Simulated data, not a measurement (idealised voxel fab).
This section sets out a process module, namely voxel trench capacitor.
For reference, the cross-section in this document is cut, with width 245 nm and square cells of 5 nm.
A cross-section is written here as square cells arranged in a grid, and it is given in bands from the top down, each band taking up one or more rows of cells. Band entry format. Leading values: height of top, height of bottom, nm. Remainder: materials in left-to-right order, each with its width in nm. Special words: "throughout" on a single material, which then fills the band edge to edge; "blank", empty space. Ref level 0: as-received wafer is one material below here. Bottom band extends down with no lower bound ("0 and below"). Quick explanation for "30..40": the width changes in equal steps down the rows of cells, from the first number in the band's top row to the second number in its bottom row. Where the words "identical to before" appear for a step, the cross-section shows no cell changed by that step; every cell remained as before. What "Voids, enclosed" gives you is every empty space of 8 cells or more that is cut off from the top. Each appears as width x height at distance, with the distance taken from the left edge and width, height and distance all in nm. Heads up: the bit after the settings on a step's line is the simulator's remark on that step. overlay nm: where the mask lay relative to plan, measured to the right, on steps with a mask; negatives go left.
### Process steps (planned)
1: RECEIVE (material Si)
2: CONFORMAL_DEP (material SiN; thk nm 10)
3: DIRECTIONAL_DEP (material aC; thk nm 10)
4: PATTERN (tone open; mask id TRENCH; material resist; width nm 15; pitch nm 45; thk nm 25; overlay nm 0)
5: DIRECTIONAL_ETCH (etch materials aC; depth nm 10)
6: STRIP (etch materials resist)
7: DIRECTIONAL_ETCH (etch materials SiN; depth nm 10)
8: DIRECTIONAL_ETCH (etch materials Si; depth nm 35)
9: STRIP (etch materials aC)
10: CONFORMAL_DEP (material Al2O3; thk nm 5)
11: CONFORMAL_DEP (material TiN; thk nm 5)
12: FILL_DEP (material W; thk nm 10)
13: CMP (height nm 10)
The wafers in this document start out alike and differ in the width nm applied at step 4; the plan shows the value used for the first wafer.
### Received wafers, first of several: cross-section after step 1
- 0 and below  Si throughout
- Voids, enclosed: none
### Here's the first of several wafers in cross-section, end of the module, after the last step, step 13
- 10 down to 0  90 SiN | 5 Al2O3 | 5 TiN | 5 Al2O3 | 30 SiN | 5 Al2O3 | 5 TiN | 5 Al2O3 | 95 SiN
- 0 down to -30  90 Si | 5 Al2O3 | 5 TiN | 5 Al2O3 | 30 Si | 5 Al2O3 | 5 TiN | 5 Al2O3 | 95 Si
- -30 down to -35  90 Si | 15 Al2O3 | 30 Si | 15 Al2O3 | 95 Si
- -35 and below  Si throughout
- Voids, enclosed: none
### A cross-section through the last wafer at the close of the module
- 10 down to 0  85 SiN | 5 Al2O3 | 5 TiN | 10 W | 5 TiN | 5 Al2O3 | 15 SiN | 5 Al2O3 | 5 TiN | 10 W | 5 TiN | 5 Al2O3 | 85 SiN
- 0 down to -25  85 Si | 5 Al2O3 | 5 TiN | 10 W | 5 TiN | 5 Al2O3 | 15 Si | 5 Al2O3 | 5 TiN | 10 W | 5 TiN | 5 Al2O3 | 85 Si
- -25 down to -30  85 Si | 5 Al2O3 | 20 TiN | 5 Al2O3 | 15 Si | 5 Al2O3 | 20 TiN | 5 Al2O3 | 85 Si
- -30 down to -35  85 Si | 30 Al2O3 | 15 Si | 30 Al2O3 | 85 Si
- -35 and below  Si throughout
- Voids, enclosed: none
### Row per wafer, end-of-module: cell gain (+)/loss (-) by material since the wafer came in, then closed voids
width nm 15 | +38 Al2O3 | -42 Si | +86 SiN | +16 TiN | Voids, enclosed: none
width nm 20 | +40 Al2O3 | -56 Si | +82 SiN | +32 TiN | Voids, enclosed: none
width nm 25 | +42 Al2O3 | -70 Si | +78 SiN | +34 TiN | +14 W | Voids, enclosed: none
width nm 30 | +44 Al2O3 | -84 Si | +74 SiN | +36 TiN | +28 W | Voids, enclosed: none
